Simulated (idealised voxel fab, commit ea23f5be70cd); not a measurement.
process module | voxel transistor to metal
cross-section cut | 190 nm wide | cells 5 nm
A cross-section is a grid of square cells, given in bands from the top down. A band is one or more rows of cells.
Each band's line starts with the height of the band's top and of its bottom, in nm. Then come its materials from left to right, each with its width in nm. One material with "throughout" fills the band from edge to edge. "air" is empty space.
Height 0 is the level under which the wafer as received is all one material. The lowest band goes on downwards, as in "0 down".
A width such as "30 to 40" changes by the same amount from each row of cells to the next, from the band's top row to its bottom row.
"no change" after a step means that no cell of the cross-section changed.
closed voids: empty space of 8 cells or more with no open way to the top, each as width x height at its distance from the left edge, in nm
after a step's settings: what the simulator itself notes on the step
overlay nm, on a step with a mask: how far to the right of its planned place the mask lay; to the left if negative
plan
1 op RECEIVE | material Si
2 op CONFORMAL_DEP | material SiO2 | thk nm 5
3 op CONFORMAL_DEP | material SiN | thk nm 15
4 op PATTERN | tone cover | mask id ACTIVE | material resist | width nm 115 | thk nm 20 | overlay nm 0
5 op DIRECTIONAL_ETCH | etch materials SiN | depth nm 15
6 op DIRECTIONAL_ETCH | etch materials SiO2 | depth nm 5
7 op DIRECTIONAL_ETCH | etch materials Si | depth nm 35
8 op STRIP | etch materials resist
9 op FILL_DEP | material SiO2 | thk nm 10
10 op CMP | height nm 20
11 op SELECTIVE_ETCH | etch materials SiO2 | depth nm 15
12 op STRIP | etch materials SiN
13 op SELECTIVE_ETCH | etch materials SiO2 | depth nm 5
14 op OXIDIZE | depth nm 5
15 op DIRECTIONAL_DEP | material polySi | thk nm 25
16 op DIRECTIONAL_DEP | material SiCN | thk nm 15
17 op DIRECTIONAL_DEP | material aC | thk nm 15
18 op PATTERN | tone cover | mask id GATE | material resist | width nm 25 | thk nm 30 | overlay nm 0
19 op DIRECTIONAL_ETCH | etch materials aC | depth nm 15
20 op STRIP | etch materials resist
21 op DIRECTIONAL_ETCH | etch materials SiCN | depth nm 25
22 op DIRECTIONAL_ETCH | etch materials polySi | depth nm 35
23 op STRIP | etch materials aC
24 op CONFORMAL_DEP | material SiO2 | thk nm 5
25 op DIRECTIONAL_ETCH | etch materials SiO2 | depth nm 5
26 op CONFORMAL_DEP | material SiN | thk nm 10
27 op DIRECTIONAL_ETCH | etch materials SiN | depth nm 10
28 op DIRECTIONAL_ETCH | etch materials SiO2 | depth nm 5
29 op EPI | material nSi | thk nm 5
30 op FILL_DEP | material SiO2 | thk nm 10
31 op CMP | height nm 40
32 op DIRECTIONAL_DEP | material SiO2 | thk nm 10
33 op DIRECTIONAL_DEP | material aC | thk nm 10
34 op PATTERN | tone open | mask id CONTACT | material resist | width nm 20 | pitch nm 75 | thk nm 25 | overlay nm 0
35 op DIRECTIONAL_ETCH | etch materials aC | depth nm 10
36 op STRIP | etch materials resist
37 op DIRECTIONAL_ETCH | etch materials SiO2 | depth nm 50
38 op STRIP | etch materials aC
39 op CONFORMAL_DEP | material TiN | thk nm 5
40 op FILL_DEP | material Ru | thk nm 5
41 op CMP | height nm 50
42 op DIRECTIONAL_DEP | material TiN | thk nm 5
43 op DIRECTIONAL_DEP | material W | thk nm 20
44 op MASKED_ETCH | tone cover | mask id METAL_1 | width nm 20 | pitch nm 75 | etch materials W | depth nm 20 | overlay nm 0
45 op MASKED_ETCH | tone cover | mask id METAL_1 | width nm 20 | pitch nm 75 | etch materials TiN | depth nm 5 | overlay nm 0
46 op FILL_DEP | material SiO2 | thk nm 5
47 op CMP | height nm 75
48 op CONFORMAL_DEP | material SiCN | thk nm 5
49 op DIRECTIONAL_DEP | material lowk | thk nm 35
50 op MASKED_ETCH | tone open | mask id METAL_2 | width nm 20 | pitch nm 75 | etch materials lowk | depth nm 20 | overlay nm 0
51 op PATTERN | tone open | mask id METAL_2_HOLES | material resist | width nm 15 | pitch nm 75 | thk nm 15 | overlay nm 0
52 op DIRECTIONAL_ETCH | etch materials lowk | depth nm 15
53 op DIRECTIONAL_ETCH | etch materials SiCN | depth nm 5
54 op STRIP | etch materials resist
55 op CONFORMAL_DEP | material TiN | thk nm 5
56 op FILL_DEP | material Ru | thk nm 10
57 op CMP | height nm 115
58 op CONFORMAL_DEP | material SiCN | thk nm 5
first wafer, as planned
as received, after step 1
  0 down: Si throughout
  closed voids: none
after step 2
  5 to 0: SiO2 throughout
  below 0: unchanged
after step 3
  20 to 5: SiN throughout
  below 5: unchanged
after step 4
  40 to 20: air 35 | resist 115 | air 40
  below 20: unchanged
after step 5
  40 to 20: air 35 | resist 115 | air 40
  20 to 5: air 35 | SiN 115 | air 40
  below 5: unchanged
after step 6
  40 to 20: air 35 | resist 115 | air 40
  20 to 5: air 35 | SiN 115 | air 40
  5 to 0: air 35 | SiO2 115 | air 40
  below 0: unchanged
after step 7
  40 to 20: air 35 | resist 115 | air 40
  20 to 5: air 35 | SiN 115 | air 40
  5 to 0: air 35 | SiO2 115 | air 40
  0 to -35: air 35 | Si 115 | air 40
  below -35: unchanged
after step 8
  20 to 5: air 35 | SiN 115 | air 40
  below 5: unchanged
after step 9
  30 to 20: SiO2 throughout
  20 to 5: SiO2 35 | SiN 115 | SiO2 40
  5 to 0: SiO2 throughout
  0 to -35: SiO2 35 | Si 115 | SiO2 40
  below -35: unchanged
after step 10
  20 to 5: SiO2 35 | SiN 115 | SiO2 40
  below 5: unchanged
after step 11
  20 to 5: air 35 | SiN 115 | air 40
  below 5: unchanged
after step 12
  5 to 0: SiO2 throughout
  below 0: unchanged
after step 13
  0 to -35: SiO2 35 | Si 115 | SiO2 40
  below -35: unchanged
after step 14
  0 to -5: SiO2 throughout
  below -5: unchanged
after step 15
  25 to 0: polySi throughout
  below 0: unchanged
after step 16
  40 to 25: SiCN throughout
  below 25: unchanged
after step 17
  55 to 40: aC throughout
  below 40: unchanged
after step 18
  85 to 55: air 80 | resist 25 | air 85
  below 55: unchanged
after step 19
  70 to 55: air 80 | resist 25 | air 85
  55 to 40: air 80 | aC 25 | air 85
  below 40: unchanged
after step 20
  55 to 40: air 80 | aC 25 | air 85
  below 40: unchanged
after step 21
  55 to 40: air 80 | aC 25 | air 85
  40 to 25: air 80 | SiCN 25 | air 85
  below 25: unchanged
after step 22
  55 to 40: air 80 | aC 25 | air 85
  40 to 25: air 80 | SiCN 25 | air 85
  25 to 0: air 80 | polySi 25 | air 85
  below 0: unchanged
after step 23
  40 to 25: air 80 | SiCN 25 | air 85
  below 25: unchanged
after step 24
  45 to 40: air 75 | SiO2 35 | air 80
  40 to 25: air 75 | SiO2 5 | SiCN 25 | SiO2 5 | air 80
  25 to 5: air 75 | SiO2 5 | polySi 25 | SiO2 5 | air 80
  5 to 0: SiO2 80 | polySi 25 | SiO2 85
  below 0: unchanged
after step 25
  40 to 25: air 75 | SiO2 5 | SiCN 25 | SiO2 5 | air 80
  25 to 0: air 75 | SiO2 5 | polySi 25 | SiO2 5 | air 80
  below 0: unchanged
after step 26
  50 to 40: air 65 | SiN 55 | air 70
  40 to 25: air 65 | SiN 10 | SiO2 5 | SiCN 25 | SiO2 5 | SiN 10 | air 70
  25 to 10: air 65 | SiN 10 | SiO2 5 | polySi 25 | SiO2 5 | SiN 10 | air 70
  10 to 0: SiN 75 | SiO2 5 | polySi 25 | SiO2 5 | SiN 80
  below 0: unchanged
after step 27
  40 to 25: air 65 | SiN 10 | SiO2 5 | SiCN 25 | SiO2 5 | SiN 10 | air 70
  25 to 0: air 65 | SiN 10 | SiO2 5 | polySi 25 | SiO2 5 | SiN 10 | air 70
  below 0: unchanged
after step 28
  40 to 35: air 65 | SiN 10 | air 5 | SiCN 25 | air 5 | SiN 10 | air 70
  35 to 25: air 65 | SiN 10 | SiO2 5 | SiCN 25 | SiO2 5 | SiN 10 | air 70
  25 to 0: air 65 | SiN 10 | SiO2 5 | polySi 25 | SiO2 5 | SiN 10 | air 70
  0 to -5: air 65 | SiO2 55 | air 70
  below -5: unchanged
after step 29
  40 to 35: air 65 | SiN 10 | air 5 | SiCN 25 | air 5 | SiN 10 | air 70
  35 to 25: air 65 | SiN 10 | SiO2 5 | SiCN 25 | SiO2 5 | SiN 10 | air 70
  25 to 0: air 65 | SiN 10 | SiO2 5 | polySi 25 | SiO2 5 | SiN 10 | air 70
  0 to -5: air 30 | nSi 35 | SiO2 55 | nSi 35 | air 35
  below -5: unchanged
after step 30
  50 to 40: SiO2 throughout
  40 to 25: SiO2 65 | SiN 10 | SiO2 5 | SiCN 25 | SiO2 5 | SiN 10 | SiO2 70
  25 to 0: SiO2 65 | SiN 10 | SiO2 5 | polySi 25 | SiO2 5 | SiN 10 | SiO2 70
  0 to -5: SiO2 30 | nSi 35 | SiO2 55 | nSi 35 | SiO2 35
  below -5: unchanged
after step 31
  40 to 25: SiO2 65 | SiN 10 | SiO2 5 | SiCN 25 | SiO2 5 | SiN 10 | SiO2 70
  below 25: unchanged
after step 32
  50 to 40: SiO2 throughout
  below 40: unchanged
after step 33
  60 to 50: aC throughout
  below 50: unchanged
after step 34
  85 to 60: resist 45 | air 20 | resist 55 | air 20 | resist 50
  below 60: unchanged
after step 35
  75 to 60: resist 45 | air 20 | resist 55 | air 20 | resist 50
  60 to 50: aC 45 | air 20 | aC 55 | air 20 | aC 50
  below 50: unchanged
after step 36
  60 to 50: aC 45 | air 20 | aC 55 | air 20 | aC 50
  below 50: unchanged
after step 37
  60 to 50: aC 45 | air 20 | aC 55 | air 20 | aC 50
  50 to 40: SiO2 45 | air 20 | SiO2 55 | air 20 | SiO2 50
  40 to 25: SiO2 45 | air 20 | SiN 10 | SiO2 5 | SiCN 25 | SiO2 5 | SiN 10 | air 20 | SiO2 50
  25 to 0: SiO2 45 | air 20 | SiN 10 | SiO2 5 | polySi 25 | SiO2 5 | SiN 10 | air 20 | SiO2 50
  below 0: unchanged
after step 38
  50 to 40: SiO2 45 | air 20 | SiO2 55 | air 20 | SiO2 50
  below 40: unchanged
after step 39
  55 to 50: TiN 50 | air 10 | TiN 65 | air 10 | TiN 55
  50 to 40: SiO2 45 | TiN 5 | air 10 | TiN 5 | SiO2 55 | TiN 5 | air 10 | TiN 5 | SiO2 50
  40 to 25: SiO2 45 | TiN 5 | air 10 | TiN 5 | SiN 10 | SiO2 5 | SiCN 25 | SiO2 5 | SiN 10 | TiN 5 | air 10 | TiN 5 | SiO2 50
  25 to 5: SiO2 45 | TiN 5 | air 10 | TiN 5 | SiN 10 | SiO2 5 | polySi 25 | SiO2 5 | SiN 10 | TiN 5 | air 10 | TiN 5 | SiO2 50
  5 to 0: SiO2 45 | TiN 20 | SiN 10 | SiO2 5 | polySi 25 | SiO2 5 | SiN 10 | TiN 20 | SiO2 50
  below 0: unchanged
after step 40
  60 to 55: Ru throughout
  55 to 50: TiN 50 | Ru 10 | TiN 65 | Ru 10 | TiN 55
  50 to 40: SiO2 45 | TiN 5 | Ru 10 | TiN 5 | SiO2 55 | TiN 5 | Ru 10 | TiN 5 | SiO2 50
  40 to 25: SiO2 45 | TiN 5 | Ru 10 | TiN 5 | SiN 10 | SiO2 5 | SiCN 25 | SiO2 5 | SiN 10 | TiN 5 | Ru 10 | TiN 5 | SiO2 50
  25 to 5: SiO2 45 | TiN 5 | Ru 10 | TiN 5 | SiN 10 | SiO2 5 | polySi 25 | SiO2 5 | SiN 10 | TiN 5 | Ru 10 | TiN 5 | SiO2 50
  below 5: unchanged
after step 41
  50 to 40: SiO2 45 | TiN 5 | Ru 10 | TiN 5 | SiO2 55 | TiN 5 | Ru 10 | TiN 5 | SiO2 50
  below 40: unchanged
after step 42
  55 to 50: TiN throughout
  below 50: unchanged
after step 43
  75 to 55: W throughout
  below 55: unchanged
after step 44
  75 to 55: air 45 | W 20 | air 55 | W 20 | air 50
  below 55: unchanged
after step 45
  75 to 55: air 45 | W 20 | air 55 | W 20 | air 50
  55 to 50: air 45 | TiN 20 | air 55 | TiN 20 | air 50
  below 50: unchanged
after step 46
  80 to 75: SiO2 throughout
  75 to 55: SiO2 45 | W 20 | SiO2 55 | W 20 | SiO2 50
  55 to 50: SiO2 45 | TiN 20 | SiO2 55 | TiN 20 | SiO2 50
  below 50: unchanged
after step 47
  75 to 55: SiO2 45 | W 20 | SiO2 55 | W 20 | SiO2 50
  below 55: unchanged
after step 48
  80 to 75: SiCN throughout
  below 75: unchanged
after step 49
  115 to 80: lowk throughout
  below 80: unchanged
after step 50
  115 to 95: lowk 45 | air 20 | lowk 55 | air 20 | lowk 50
  below 95: unchanged
after step 51
  130 to 115: resist 45 | air 15 | resist 60 | air 15 | resist 55
  115 to 95: lowk 45 | air 15 | resist 5 | lowk 55 | air 15 | resist 5 | lowk 50
  below 95: unchanged
after step 52
  130 to 115: resist 45 | air 15 | resist 60 | air 15 | resist 55
  115 to 95: lowk 45 | air 15 | resist 5 | lowk 55 | air 15 | resist 5 | lowk 50
  95 to 80: lowk 45 | air 15 | lowk 60 | air 15 | lowk 55
  below 80: unchanged
after step 53
  130 to 115: resist 45 | air 15 | resist 60 | air 15 | resist 55
  115 to 95: lowk 45 | air 15 | resist 5 | lowk 55 | air 15 | resist 5 | lowk 50
  95 to 80: lowk 45 | air 15 | lowk 60 | air 15 | lowk 55
  80 to 75: SiCN 45 | air 15 | SiCN 60 | air 15 | SiCN 55
  below 75: unchanged
after step 54
  115 to 95: lowk 45 | air 20 | lowk 55 | air 20 | lowk 50
  below 95: unchanged
after step 55
  120 to 115: TiN 50 | air 10 | TiN 65 | air 10 | TiN 55
  115 to 100: lowk 45 | TiN 5 | air 10 | TiN 5 | lowk 55 | TiN 5 | air 10 | TiN 5 | lowk 50
  100 to 95: lowk 45 | TiN 5 | air 5 | TiN 10 | lowk 55 | TiN 5 | air 5 | TiN 10 | lowk 50
  95 to 80: lowk 45 | TiN 5 | air 5 | TiN 5 | lowk 60 | TiN 5 | air 5 | TiN 5 | lowk 55
  80 to 75: SiCN 45 | TiN 15 | SiCN 60 | TiN 15 | SiCN 55
  below 75: unchanged
after step 56
  130 to 120: Ru throughout
  120 to 115: TiN 50 | Ru 10 | TiN 65 | Ru 10 | TiN 55
  115 to 100: lowk 45 | TiN 5 | Ru 10 | TiN 5 | lowk 55 | TiN 5 | Ru 10 | TiN 5 | lowk 50
  100 to 95: lowk 45 | TiN 5 | Ru 5 | TiN 10 | lowk 55 | TiN 5 | Ru 5 | TiN 10 | lowk 50
  95 to 80: lowk 45 | TiN 5 | Ru 5 | TiN 5 | lowk 60 | TiN 5 | Ru 5 | TiN 5 | lowk 55
  below 80: unchanged
after step 57
  115 to 100: lowk 45 | TiN 5 | Ru 10 | TiN 5 | lowk 55 | TiN 5 | Ru 10 | TiN 5 | lowk 50
  below 100: unchanged
after step 58
  120 to 115: SiCN throughout
  below 115: unchanged
second wafer: like start, like plan, one mistake. Through step 49 it matches the first wafer
when step 50 should have ended
  115 to 95: lowk 50 | air 20 | lowk 55 | air 20 | lowk 45
  below 95: unchanged
when step 51 should have ended
  130 to 115: resist 45 | air 15 | resist 60 | air 15 | resist 55
  115 to 95: lowk 50 | air 10 | resist 10 | lowk 55 | air 10 | resist 10 | lowk 45
  below 95: unchanged
when step 52 should have ended
  130 to 115: resist 45 | air 15 | resist 60 | air 15 | resist 55
  115 to 100: lowk 45 | air 15 | resist 10 | lowk 50 | air 15 | resist 10 | lowk 45
  100 to 95: lowk 50 | air 10 | resist 10 | lowk 55 | air 10 | resist 10 | lowk 45
  95 to 80: lowk 50 | air 10 | lowk 65 | air 10 | lowk 55
  below 80: unchanged
when step 53 should have ended
  130 to 115: resist 45 | air 15 | resist 60 | air 15 | resist 55
  115 to 100: lowk 45 | air 15 | resist 10 | lowk 50 | air 15 | resist 10 | lowk 45
  100 to 95: lowk 50 | air 10 | resist 10 | lowk 55 | air 10 | resist 10 | lowk 45
  95 to 80: lowk 50 | air 10 | lowk 65 | air 10 | lowk 55
  80 to 75: SiCN 50 | air 10 | SiCN 65 | air 10 | SiCN 55
  below 75: unchanged
when step 54 should have ended
  115 to 100: lowk 45 | air 25 | lowk 50 | air 25 | lowk 45
  100 to 95: lowk 50 | air 20 | lowk 55 | air 20 | lowk 45
  below 95: unchanged
when step 55 should have ended
  120 to 115: TiN 50 | air 15 | TiN 60 | air 15 | TiN 50
  115 to 105: lowk 45 | TiN 5 | air 15 | TiN 5 | lowk 50 | TiN 5 | air 15 | TiN 5 | lowk 45
  105 to 100: lowk 45 | TiN 10 | air 10 | TiN 5 | lowk 50 | TiN 10 | air 10 | TiN 5 | lowk 45
  100 to 95: lowk 50 | TiN 20 | lowk 55 | TiN 20 | lowk 45
  95 to 80: lowk 50 | TiN 10 | lowk 65 | TiN 10 | lowk 55
  80 to 75: SiCN 50 | TiN 10 | SiCN 65 | TiN 10 | SiCN 55
  below 75: unchanged
when step 56 should have ended
  130 to 120: Ru throughout
  120 to 115: TiN 50 | Ru 15 | TiN 60 | Ru 15 | TiN 50
  115 to 105: lowk 45 | TiN 5 | Ru 15 | TiN 5 | lowk 50 | TiN 5 | Ru 15 | TiN 5 | lowk 45
  105 to 100: lowk 45 | TiN 10 | Ru 10 | TiN 5 | lowk 50 | TiN 10 | Ru 10 | TiN 5 | lowk 45
  below 100: unchanged
when step 57 should have ended
  115 to 105: lowk 45 | TiN 5 | Ru 15 | TiN 5 | lowk 50 | TiN 5 | Ru 15 | TiN 5 | lowk 45
  below 105: unchanged
when step 58 should have ended
  120 to 115: SiCN throughout
  below 115: unchanged
what went wrong: step 50 ran as: op MASKED_ETCH | tone open | mask id METAL_2 | width nm 20 | pitch nm 75 | etch materials lowk | depth nm 20 | overlay nm 5
at the end the second wafer has, in cells: 4 fewer of Ru | 2 more of SiCN | 2 more of TiN
